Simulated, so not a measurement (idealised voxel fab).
process module | voxel released beams
cross-section cut | 210 nm wide | cells 5 nm
A cross-section is a grid of square cells, given in bands from the top down. A band is one or more rows of cells.
Each band's line starts with the height of the band's top and of its bottom, in nm. Then come its materials from left to right, each with its width in nm. One material with "throughout" fills the band from edge to edge. "air" is empty space.
Height 0 is the level under which the wafer as received is all one material. The lowest band goes on downwards, as in "0 down".
A width such as "30 to 40" changes by the same amount from each row of cells to the next, from the band's top row to its bottom row.
"no change" after a step means that no cell of the cross-section changed.
closed voids: empty space of 8 cells or more with no open way to the top, each as width x height at its distance from the left edge, in nm
after a step's settings: what the simulator itself notes on the step
overlay nm, on a step with a mask: how far to the right of its planned place the mask lay; to the left if negative
Each pair below shows a cross-section before one step and the cross-section after it, down to the lowest band that changed. The line under each pair gives the step between them, with its settings. The pairs can come from different runs of this module on the same starting wafer, so a pair continues from the pair above only where its "before" says so.
before
  0 down: Si throughout
  closed voids: none
after
  5 to 0: Al2O3 throughout
  below 0: unchanged
  closed voids: none
the step between: op CONFORMAL_DEP | material Al2O3 | thk nm 5
before: the cross-section after the pair above
after
  25 to 5: SiO2 throughout
  below 5: unchanged
  closed voids: none
the step between: op DIRECTIONAL_DEP | material SiO2 | thk nm 20
before: the cross-section after the pair above
after
  25 to 5: SiO2 55 | air 40 | SiO2 115
  below 5: unchanged
  closed voids: none
the step between: op MASKED_ETCH | tone open | mask id ANCHOR | width nm 40 | etch materials SiO2 | depth nm 20 | overlay nm 0
before: the cross-section after the pair above
after
  40 to 25: W 70 | air 10 | W 130
  25 to 20: SiO2 55 | W 15 | air 10 | W 15 | SiO2 115
  20 to 5: SiO2 55 | W 40 | SiO2 115
  below 5: unchanged
  closed voids: none
the step between: op CONFORMAL_DEP | material W | thk nm 15
before: the cross-section after the pair above
after
  55 to 40: air 50 | resist 105 | air 55
  40 to 25: W 70 | resist 10 | W 130
  25 to 20: SiO2 55 | W 15 | resist 10 | W 15 | SiO2 115
  below 20: unchanged
  closed voids: none
the step between: op PATTERN | tone cover | mask id BEAM | material resist | width nm 105 | thk nm 15 | overlay nm 0
before: the cross-section after the pair above
after
  55 to 40: air 50 | resist 105 | air 55
  40 to 25: air 50 | W 20 | resist 10 | W 75 | air 55
  below 25: unchanged
  closed voids: none
the step between: op DIRECTIONAL_ETCH | etch materials W | depth nm 15
before: the cross-section after the pair above
after
  40 to 25: air 50 | W 20 | air 10 | W 75 | air 55
  25 to 20: SiO2 55 | W 15 | air 10 | W 15 | SiO2 115
  below 20: unchanged
  closed voids: none
the step between: op STRIP | etch materials resist
before: the cross-section after the pair above
after
  40 to 25: air 50 | W 20 | air 10 | W 75 | air 55
  25 to 20: air 55 | W 15 | air 10 | W 15 | air 115
  20 to 5: air 55 | W 40 | air 115
  below 5: unchanged
  closed voids: none
the step between: op STRIP | etch materials SiO2
before
  0 down: Si throughout
  closed voids: none
after
  20 to 0: SiO2 throughout
  below 0: unchanged
  closed voids: none
the step between: op DIRECTIONAL_DEP | material SiO2 | thk nm 20
before: the cross-section after the pair above
after
  20 to 0: SiO2 55 | air 40 | SiO2 115
  below 0: unchanged
  closed voids: none
the step between: op MASKED_ETCH | tone open | mask id ANCHOR | width nm 40 | etch materials SiO2 | depth nm 20 | overlay nm 0
before: the cross-section after the pair above
after
  35 to 20: W 70 | air 10 | W 130
  20 to 15: SiO2 55 | W 15 | air 10 | W 15 | SiO2 115
  15 to 0: SiO2 55 | W 40 | SiO2 115
  below 0: unchanged
  closed voids: none
the step between: op CONFORMAL_DEP | material W | thk nm 15
before: the cross-section after the pair above
after
  50 to 35: air 50 | resist 105 | air 55
  35 to 20: W 70 | resist 10 | W 130
  20 to 15: SiO2 55 | W 15 | resist 10 | W 15 | SiO2 115
  below 15: unchanged
  closed voids: none
the step between: op PATTERN | tone cover | mask id BEAM | material resist | width nm 105 | thk nm 15 | overlay nm 0
before: the cross-section after the pair above
after
  50 to 35: air 50 | resist 105 | air 55
  35 to 20: air 50 | W 20 | resist 10 | W 75 | air 55
  below 20: unchanged
  closed voids: none
the step between: op DIRECTIONAL_ETCH | etch materials W | depth nm 15
before: the cross-section after the pair above
after
  35 to 20: air 50 | W 20 | air 10 | W 75 | air 55
  20 to 15: SiO2 55 | W 15 | air 10 | W 15 | SiO2 115
  below 15: unchanged
  closed voids: none
the step between: op STRIP | etch materials resist
before: the cross-section after the pair above
after
  35 to 20: air 50 | W 20 | air 10 | W 75 | air 55
  20 to 15: air 55 | W 15 | air 10 | W 15 | air 115
  15 to 0: air 55 | W 40 | air 115
  below 0: unchanged
  closed voids: none
the step between: op STRIP | etch materials SiO2
before
  40 to 25: W 70 | air 10 | W 130
  25 to 20: SiO2 55 | W 15 | air 10 | W 15 | SiO2 115
  20 to 5: SiO2 55 | W 40 | SiO2 115
  5 to 0: Al2O3 throughout
  0 down: Si throughout
  closed voids: none
after
  55 to 25: W throughout
  25 to 5: SiO2 55 | W 40 | SiO2 115
  below 5: unchanged
  closed voids: none
the step between: op CONFORMAL_DEP | material W | thk nm 15
before: the cross-section after the pair above
after
  70 to 55: air 50 | resist 105 | air 55
  below 55: unchanged
  closed voids: none
the step between: op PATTERN | tone cover | mask id BEAM | material resist | width nm 105 | thk nm 15 | overlay nm 0
before: the cross-section after the pair above
after
  70 to 55: air 50 | resist 105 | air 55
  55 to 40: air 50 | W 105 | air 55
  below 40: unchanged
  closed voids: none
the step between: op DIRECTIONAL_ETCH | etch materials W | depth nm 15
before: the cross-section after the pair above
after
  55 to 40: air 50 | W 105 | air 55
  below 40: unchanged
  closed voids: none
the step between: op STRIP | etch materials resist
before
  20 to 0: SiO2 throughout
  0 down: Si throughout
  closed voids: none
after
  25 to 20: Al2O3 throughout
  below 20: unchanged
  closed voids: none
the step between: op CONFORMAL_DEP | material Al2O3 | thk nm 5
before: the cross-section after the pair above
after
  40 to 25: W throughout
  below 25: unchanged
  closed voids: none
the step between: op CONFORMAL_DEP | material W | thk nm 15
before: the cross-section after the pair above
after
  55 to 40: air 50 | resist 105 | air 55
  below 40: unchanged
  closed voids: none
the step between: op PATTERN | tone cover | mask id BEAM | material resist | width nm 105 | thk nm 15 | overlay nm 0
before: the cross-section after the pair above
after
  55 to 40: air 50 | resist 105 | air 55
  40 to 25: air 50 | W 105 | air 55
  below 25: unchanged
  closed voids: none
the step between: op DIRECTIONAL_ETCH | etch materials W | depth nm 15
before: the cross-section after the pair above
after
  40 to 25: air 50 | W 105 | air 55
  below 25: unchanged
  closed voids: none
the step between: op STRIP | etch materials resist
before
  25 to 5: SiO2 55 | air 40 | SiO2 115
  5 to 0: Al2O3 throughout
  0 down: Si throughout
  closed voids: none
after
  30 to 25: W 60 | air 30 | W 120
  25 to 10: SiO2 55 | W 5 | air 30 | W 5 | SiO2 115
  10 to 5: SiO2 55 | W 40 | SiO2 115
  below 5: unchanged
  closed voids: none
the step between: op CONFORMAL_DEP | material W | thk nm 5
before: the cross-section after the pair above
after
  45 to 30: air 50 | resist 105 | air 55
  30 to 25: W 60 | resist 30 | W 120
  25 to 10: SiO2 55 | W 5 | resist 30 | W 5 | SiO2 115
  below 10: unchanged
  closed voids: none
the step between: op PATTERN | tone cover | mask id BEAM | material resist | width nm 105 | thk nm 15 | overlay nm 0
before: the cross-section after the pair above
after
  45 to 30: air 50 | resist 105 | air 55
  30 to 25: air 50 | W 10 | resist 30 | W 65 | air 55
  below 25: unchanged
  closed voids: none
the step between: op DIRECTIONAL_ETCH | etch materials W | depth nm 15
before: the cross-section after the pair above
after
  30 to 25: air 50 | W 10 | air 30 | W 65 | air 55
  25 to 10: SiO2 55 | W 5 | air 30 | W 5 | SiO2 115
  below 10: unchanged
  closed voids: none
the step between: op STRIP | etch materials resist
before: the cross-section after the pair above
after
  30 to 25: air 50 | W 10 | air 30 | W 65 | air 55
  25 to 10: air 55 | W 5 | air 30 | W 5 | air 115
  10 to 5: air 55 | W 40 | air 115
  below 5: unchanged
  closed voids: none
the step between: op STRIP | etch materials SiO2
before
  40 to 25: W 70 | air 10 | W 130
  25 to 20: SiO2 55 | W 15 | air 10 | W 15 | SiO2 115
  20 to 5: SiO2 55 | W 40 | SiO2 115
  5 to 0: Al2O3 throughout
  0 down: Si throughout
  closed voids: none
after
  55 to 40: air 50 | resist 110 | air 50
  40 to 25: W 70 | resist 10 | W 130
  25 to 20: SiO2 55 | W 15 | resist 10 | W 15 | SiO2 115
  below 20: unchanged
  closed voids: none
the step between: op PATTERN | tone cover | mask id BEAM | material resist | width nm 110 | thk nm 15 | overlay nm 0
before: the cross-section after the pair above
after
  55 to 40: air 50 | resist 110 | air 50
  40 to 25: air 50 | W 20 | resist 10 | W 80 | air 50
  below 25: unchanged
  closed voids: none
the step between: op DIRECTIONAL_ETCH | etch materials W | depth nm 15
before: the cross-section after the pair above
after
  40 to 25: air 50 | W 20 | air 10 | W 80 | air 50
  25 to 20: SiO2 55 | W 15 | air 10 | W 15 | SiO2 115
  below 20: unchanged
  closed voids: none
the step between: op STRIP | etch materials resist
before: the cross-section after the pair above
after
  40 to 25: air 50 | W 20 | air 10 | W 80 | air 50
  25 to 20: air 55 | W 15 | air 10 | W 15 | air 115
  20 to 5: air 55 | W 40 | air 115
  below 5: unchanged
  closed voids: none
the step between: op STRIP | etch materials SiO2
before
  25 to 5: SiO2 throughout
  5 to 0: Al2O3 throughout
  0 down: Si throughout
  closed voids: none
after
  25 to 5: SiO2 45 | air 40 | SiO2 125
  below 5: unchanged
  closed voids: none
the step between: op MASKED_ETCH | tone open | mask id ANCHOR | width nm 40 | etch materials SiO2 | depth nm 20 | overlay nm -10
before: the cross-section after the pair above
after
  40 to 25: W 60 | air 10 | W 140
  25 to 20: SiO2 45 | W 15 | air 10 | W 15 | SiO2 125
  20 to 5: SiO2 45 | W 40 | SiO2 125
  below 5: unchanged
  closed voids: none
the step between: op CONFORMAL_DEP | material W | thk nm 15
before: the cross-section after the pair above
after
  55 to 40: air 50 | resist 105 | air 55
  40 to 25: W 60 | resist 10 | W 140
  25 to 20: SiO2 45 | W 15 | resist 10 | W 15 | SiO2 125
  below 20: unchanged
  closed voids: none
the step between: op PATTERN | tone cover | mask id BEAM | material resist | width nm 105 | thk nm 15 | overlay nm 0
before: the cross-section after the pair above
after
  55 to 40: air 50 | resist 105 | air 55
  40 to 25: air 50 | W 10 | resist 10 | W 85 | air 55
  below 25: unchanged
  closed voids: none
the step between: op DIRECTIONAL_ETCH | etch materials W | depth nm 15
before: the cross-section after the pair above
after
  40 to 25: air 50 | W 10 | air 10 | W 85 | air 55
  25 to 20: SiO2 45 | W 15 | air 10 | W 15 | SiO2 125
  below 20: unchanged
  closed voids: none
the step between: op STRIP | etch materials resist
before: the cross-section after the pair above
after
  40 to 25: air 50 | W 10 | air 10 | W 85 | air 55
  25 to 20: air 45 | W 15 | air 10 | W 15 | air 125
  20 to 5: air 45 | W 40 | air 125
  below 5: unchanged
  closed voids: none
the step between: op STRIP | etch materials SiO2
before
  25 to 5: SiO2 55 | air 40 | SiO2 115
  5 to 0: Al2O3 throughout
  0 down: Si throughout
  closed voids: none
after
  40 to 25: Al2O3 70 | air 10 | Al2O3 130
  25 to 20: SiO2 55 | Al2O3 15 | air 10 | Al2O3 15 | SiO2 115
  20 to 5: SiO2 55 | Al2O3 40 | SiO2 115
  below 5: unchanged
  closed voids: none
the step between: op CONFORMAL_DEP | material Al2O3 | thk nm 15
before: the cross-section after the pair above
after
  55 to 40: air 50 | resist 105 | air 55
  40 to 25: Al2O3 70 | resist 10 | Al2O3 130
  25 to 20: SiO2 55 | Al2O3 15 | resist 10 | Al2O3 15 | SiO2 115
  below 20: unchanged
  closed voids: none
the step between: op PATTERN | tone cover | mask id BEAM | material resist | width nm 105 | thk nm 15 | overlay nm 0
before: the cross-section after the pair above
after
  40 to 25: Al2O3 70 | air 10 | Al2O3 130
  25 to 20: SiO2 55 | Al2O3 15 | air 10 | Al2O3 15 | SiO2 115
  below 20: unchanged
  closed voids: none
the step between: op STRIP | etch materials resist
before
  25 to 5: SiO2 throughout
  5 to 0: Al2O3 throughout
  0 down: Si throughout
  closed voids: none
after
  25 to 5: air 55 | SiO2 40 | air 115
  below 5: unchanged
  closed voids: none
the step between: op MASKED_ETCH | tone cover | mask id ANCHOR | width nm 40 | etch materials SiO2 | depth nm 20 | overlay nm 0
before: the cross-section after the pair above
after
  40 to 25: air 40 | W 70 | air 100
  25 to 20: air 40 | W 15 | SiO2 40 | W 15 | air 100
  20 to 5: W 55 | SiO2 40 | W 115
  below 5: unchanged
  closed voids: none
the step between: op CONFORMAL_DEP | material W | thk nm 15
before: the cross-section after the pair above
after
  55 to 40: air 50 | resist 105 | air 55
  40 to 25: air 40 | W 70 | resist 45 | air 55
  25 to 20: air 40 | W 15 | SiO2 40 | W 15 | resist 45 | air 55
  below 20: unchanged
  closed voids: none
the step between: op PATTERN | tone cover | mask id BEAM | material resist | width nm 105 | thk nm 15 | overlay nm 0
before: the cross-section after the pair above
after
  55 to 40: air 50 | resist 105 | air 55
  40 to 25: air 50 | W 60 | resist 45 | air 55
  25 to 20: air 40 | W 15 | SiO2 40 | W 15 | resist 45 | air 55
  20 to 5: air 40 | W 15 | SiO2 40 | W 60 | air 55
  below 5: unchanged
  closed voids: none
the step between: op DIRECTIONAL_ETCH | etch materials W | depth nm 15
before: the cross-section after the pair above
after
  40 to 25: air 50 | W 60 | air 100
  25 to 20: air 40 | W 15 | SiO2 40 | W 15 | air 100
  below 20: unchanged
  closed voids: none
the step between: op STRIP | etch materials resist
